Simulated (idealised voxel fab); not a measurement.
A process module follows: voxel wiring stack.
Cross-section cut: width 150 nm, square cells of 5 nm.
The cross-sections in this document take the form of a grid made of square cells. They are written out as bands, in order from top to bottom. Each band consists of one or more rows of cells.
Top height, bottom height, nm. Materials left to right, width each, nm. Single material + "full width" = fills band edge to edge. "air" = empty.
For the purposes of this specification, 0 denotes the height below which the wafer in its as-received condition is composed wholly of one material, and the lowermost band, lacking a lower limit, extends downward without end, as expressed in "0 down".
The width entry "30..40" should be interpreted row by row: the top row of cells in the band takes the first number, the bottom row takes the second number, and the change between adjacent rows is uniform throughout.
A step reported as "changes: none" is a step in which no cell of the cross-section changed.
Voids not open to the top, 8 cells minimum: see "Sealed void listing". Written width x height at distance; distance is from the left edge; nm.
On each step's line, the part that comes after the settings is the simulator's own comment on the step.
The line of a step may include "overlay nm". On a step with a mask, this value is how far to the right of its planned place the mask lay. A negative value means the mask lay to the left.

# Process steps (planned)
1 RECEIVE [material Si]
2 CONFORMAL_DEP [material SiO2] [thk nm 10]
3 DIRECTIONAL_DEP [material TiN] [thk nm 5]
4 DIRECTIONAL_DEP [material W] [thk nm 20]
5 DIRECTIONAL_DEP [material aC] [thk nm 15]
6 PATTERN [tone cover] [mask id METAL_1] [material resist] [width nm 30] [pitch nm 50] [thk nm 30] [overlay nm 0]
7 DIRECTIONAL_ETCH [etch materials aC] [depth nm 15]
8 STRIP [etch materials resist]
9 DIRECTIONAL_ETCH [etch materials W] [depth nm 20]
10 DIRECTIONAL_ETCH [etch materials TiN] [depth nm 5]
11 STRIP [etch materials aC]
12 CONFORMAL_DEP [material SiCN] [thk nm 5]
13 FILL_DEP [material SiO2] [thk nm 5]
14 CMP [height nm 35]
15 CONFORMAL_DEP [material SiCN] [thk nm 5]
16 DIRECTIONAL_DEP [material lowk] [thk nm 20]
17 MASKED_ETCH [tone open] [mask id PLUG_1] [width nm 15] [etch materials lowk] [depth nm 20] [overlay nm 0]
18 MASKED_ETCH [tone open] [mask id PLUG_1] [width nm 15] [etch materials SiCN] [depth nm 5] [overlay nm 0]
19 CONFORMAL_DEP [material TiN] [thk nm 5]
20 FILL_DEP [material Cu] [thk nm 5]
21 CMP [height nm 60]
22 CONFORMAL_DEP [material SiCN] [thk nm 5]
23 DIRECTIONAL_DEP [material lowk] [thk nm 20]
24 MASKED_ETCH [tone open] [mask id METAL_2] [width nm 30] [pitch nm 50] [etch materials lowk] [depth nm 20] [overlay nm 0]
25 MASKED_ETCH [tone open] [mask id METAL_2] [width nm 30] [pitch nm 50] [etch materials SiCN] [depth nm 5] [overlay nm 0]
26 CONFORMAL_DEP [material TiN] [thk nm 5]
27 FILL_DEP [material Ru] [thk nm 5]
28 CMP [height nm 85]
29 CONFORMAL_DEP [material SiCN] [thk nm 5]
30 DIRECTIONAL_DEP [material SiO2] [thk nm 10]
31 PATTERN [tone open] [mask id PLUG_2] [material resist] [width nm 15] [pitch nm 50] [thk nm 20] [overlay nm 0]
32 DIRECTIONAL_ETCH [etch materials SiO2] [depth nm 10]
33 DIRECTIONAL_ETCH [etch materials SiCN] [depth nm 5]
34 STRIP [etch materials resist]
35 CONFORMAL_DEP [material TiN] [thk nm 5]
36 FILL_DEP [material Ru] [thk nm 10]
37 CMP [height nm 100]
38 CONFORMAL_DEP [material SiN] [thk nm 5]
39 DIRECTIONAL_DEP [material SiO2] [thk nm 25]
40 PATTERN [tone open] [mask id METAL_3] [material resist] [width nm 30] [pitch nm 50] [thk nm 20] [overlay nm 0]
41 DIRECTIONAL_ETCH [etch materials SiO2] [depth nm 25]
42 DIRECTIONAL_ETCH [etch materials SiN] [depth nm 5]
43 STRIP [etch materials resist]
44 CONFORMAL_DEP [material TiN] [thk nm 5]
45 FILL_DEP [material Cu] [thk nm 5]
46 CMP [height nm 130]
47 CONFORMAL_DEP [material SiCN] [thk nm 5]

# Cross-section of the incoming wafer, state after step 1
* 0 down: Si full width
* Sealed void listing: none

# This is how the wafer looks in cross-section once the module is done, given the starting state and plan above and one mistake in carrying the plan out
* 135 to 130: SiCN full width
* 130 to 105: SiO2 (35) / TiN (5) / Cu (20) / TiN (5) / SiO2 (20) / TiN (5) / Cu (20) / TiN (5) / SiO2 (35)
* 105 to 100: SiN (35) / TiN (30) / SiN (20) / TiN (30) / SiN (35)
* 100 to 90: SiO2 (35) / TiN (5) / Ru (5) / TiN (5) / SiO2 (35) / TiN (5) / Ru (5) / TiN (5) / SiO2 (50)
* 90 to 85: SiCN (35) / TiN (15) / SiCN (35) / TiN (15) / SiCN (50)
* 85 to 75: lowk (35) / TiN (5) / Ru (20) / TiN (5) / lowk (20) / TiN (5) / Ru (20) / TiN (5) / lowk (35)
* 75 to 70: SiCN (35) / TiN (30) / SiCN (20) / TiN (30) / SiCN (35)
* 70 to 60: SiCN full width
* 60 to 40: lowk (35) / TiN (5) / Cu (5) / TiN (5) / lowk (100)
* 40 to 35: SiCN (35) / TiN (15) / SiCN (100)
* 35 to 15: SiO2 (30) / SiCN (5) / W (30) / SiCN (5) / SiO2 (10) / SiCN (5) / W (30) / SiCN (5) / SiO2 (30)
* 15 to 10: SiCN (35) / TiN (30) / SiCN (20) / TiN (30) / SiCN (35)
* 10 to 0: SiO2 full width
* 0 down: Si full width
* Sealed void listing: none
Nonconformance to the process plan: step 22 went in with a setting other than planned; the actual run was CONFORMAL_DEP [material SiCN] [thk nm 15]
